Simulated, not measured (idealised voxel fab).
Process module, titled voxel capacitor over wiring
Cross-section cut spans 205 nm and uses square cells 5 nm in size.
Cross-section = grid of square cells, listed top down in bands; band = one or more rows. Each band's line starts with the height of the band's top and of its bottom, in nm. Then come its materials from left to right, each with its width in nm. One material with "edge to edge" fills the band from edge to edge. "blank" is empty space. Where do heights start? At 0: under that level the wafer as delivered is made of one material only. And the lowest band has no floor; it just carries on downward, as in "0 and below". The notation "30 to 40" denotes a width that varies across the rows of cells in the band, beginning at the first number in the top row, finishing at the second number in the bottom row, and changing by an identical amount from each row to the next. A step reported as "same as before" is a step in which no cell of the cross-section changed. Entry "Closed empty spaces" = empty spaces >= 8 cells with no open way to the top; each as width x height at distance, distance from left edge, all nm. Where a step's line continues beyond its settings, the continuation is a remark by the simulator itself on that step. The line of a step may include "overlay nm". On a step with a mask, this value is how far to the right of its planned place the mask lay. A negative value means the mask lay to the left.

-- plan
1,RECEIVE | material Si
2,CONFORMAL_DEP | material SiO2 | thk nm 10
3,DIRECTIONAL_DEP | material TiN | thk nm 5
4,DIRECTIONAL_DEP | material Ru | thk nm 20
5,DIRECTIONAL_DEP | material aC | thk nm 10
6,PATTERN | tone cover | mask id METAL_1 | material resist | width nm 30 | pitch nm 90 | thk nm 30 | overlay nm 0
7,DIRECTIONAL_ETCH | etch materials aC | depth nm 10
8,STRIP | etch materials resist
9,DIRECTIONAL_ETCH | etch materials Ru | depth nm 20
10,DIRECTIONAL_ETCH | etch materials TiN | depth nm 5
11,STRIP | etch materials aC
12,FILL_DEP | material lowk | thk nm 10
13,CMP | height nm 35
14,CONFORMAL_DEP | material SiCN | thk nm 5
15,DIRECTIONAL_DEP | material lowk | thk nm 15
16,DIRECTIONAL_DEP | material aC | thk nm 10
17,PATTERN | tone open | mask id PLUG_1 | material resist | width nm 15 | thk nm 30 | overlay nm 0
18,DIRECTIONAL_ETCH | etch materials aC | depth nm 10
19,STRIP | etch materials resist
20,DIRECTIONAL_ETCH | etch materials lowk | depth nm 15
21,DIRECTIONAL_ETCH | etch materials SiCN | depth nm 5
22,STRIP | etch materials aC
23,EPI | material Ru | thk nm 10
24,EPI | material Ru | thk nm 10
25,DIRECTIONAL_DEP | material TiN | thk nm 10
26,DIRECTIONAL_DEP | material HfO2 | thk nm 5
27,DIRECTIONAL_DEP | material TiN | thk nm 5
28,DIRECTIONAL_DEP | material aC | thk nm 10
29,PATTERN | tone cover | mask id UPPER_PLATE | material resist | width nm 65 | thk nm 30 | overlay nm 0
30,DIRECTIONAL_ETCH | etch materials aC | depth nm 10
31,STRIP | etch materials resist
32,DIRECTIONAL_ETCH | etch materials TiN | depth nm 5
33,DIRECTIONAL_ETCH | etch materials HfO2 | depth nm 5
34,STRIP | etch materials aC
35,PATTERN | tone cover | mask id LOWER_PLATE | material resist | width nm 75 | thk nm 20 | overlay nm 0
36,DIRECTIONAL_ETCH | etch materials TiN | depth nm 10
37,STRIP | etch materials resist
38,FILL_DEP | material SiO2 | thk nm 15
39,CMP | height nm 85
40,PATTERN | tone open | mask id PLUG_2 | material resist | width nm 15 | thk nm 15 | overlay nm 0
41,DIRECTIONAL_ETCH | etch materials SiO2 | depth nm 10
42,STRIP | etch materials resist
43,CONFORMAL_DEP | material TiN | thk nm 5
44,FILL_DEP | material Cu | thk nm 10
45,CMP | height nm 85
46,CONFORMAL_DEP | material SiCN | thk nm 5

-- So this is the incoming wafer in cross-section - it's already been through step 1
  0 and below: Si edge to edge
  Closed empty spaces: none

-- Post-module cross-section of the first of two wafers (run per plan)
  90 down to 85: SiCN edge to edge
  85 down to 80: SiO2 65 nm, then TiN 5 nm, then Cu 5 nm, then TiN 5 nm, then SiO2 125 nm
  80 down to 70: SiO2 65 to 55 nm, then TiN 15 to 65 nm, then SiO2 125 to 85 nm
  70 down to 65: SiO2 55 nm, then HfO2 65 nm, then SiO2 85 nm
  65 down to 55: SiO2 50 nm, then TiN 75 nm, then SiO2 80 nm
  55 down to 40: lowk 55 nm, then Ru 15 nm, then lowk 135 nm
  40 down to 35: SiCN 55 nm, then Ru 15 nm, then SiCN 135 nm
  35 down to 15: lowk 40 nm, then Ru 30 nm, then lowk 60 nm, then Ru 30 nm, then lowk 45 nm
  15 down to 10: lowk 40 nm, then TiN 30 nm, then lowk 60 nm, then TiN 30 nm, then lowk 45 nm
  10 down to 0: SiO2 edge to edge
  0 and below: Si edge to edge
  Closed empty spaces: none

-- Module end: cross-section of wafer two of two. Same start and process plan as the first wafer. One mistake during execution
  90 down to 85: SiCN edge to edge
  85 down to 80: SiO2 55 nm, then TiN 65 nm, then SiO2 85 nm
  80 down to 75: SiO2 55 nm, then HfO2 65 nm, then SiO2 85 nm
  75 down to 65: SiO2 50 nm, then TiN 75 nm, then SiO2 80 nm
  65 down to 55: SiO2 edge to edge
  55 down to 40: lowk edge to edge
  40 down to 35: SiCN edge to edge
  35 down to 15: lowk 40 nm, then Ru 30 nm, then lowk 60 nm, then Ru 30 nm, then lowk 45 nm
  15 down to 10: lowk 40 nm, then TiN 30 nm, then lowk 60 nm, then TiN 30 nm, then lowk 45 nm
  10 down to 0: SiO2 edge to edge
  0 and below: Si edge to edge
  Closed empty spaces: none
So what did we get wrong on this run? step 16 was run on a setting that differed from the plan, and what really ran there is DIRECTIONAL_DEP | material SiO2 | thk nm 10
Counted in cells at the end, the second wafer holds more or fewer of these materials than the first: Cu -1 | Ru -12 | SiCN +3 | SiO2 +6 | TiN -5 | lowk +9
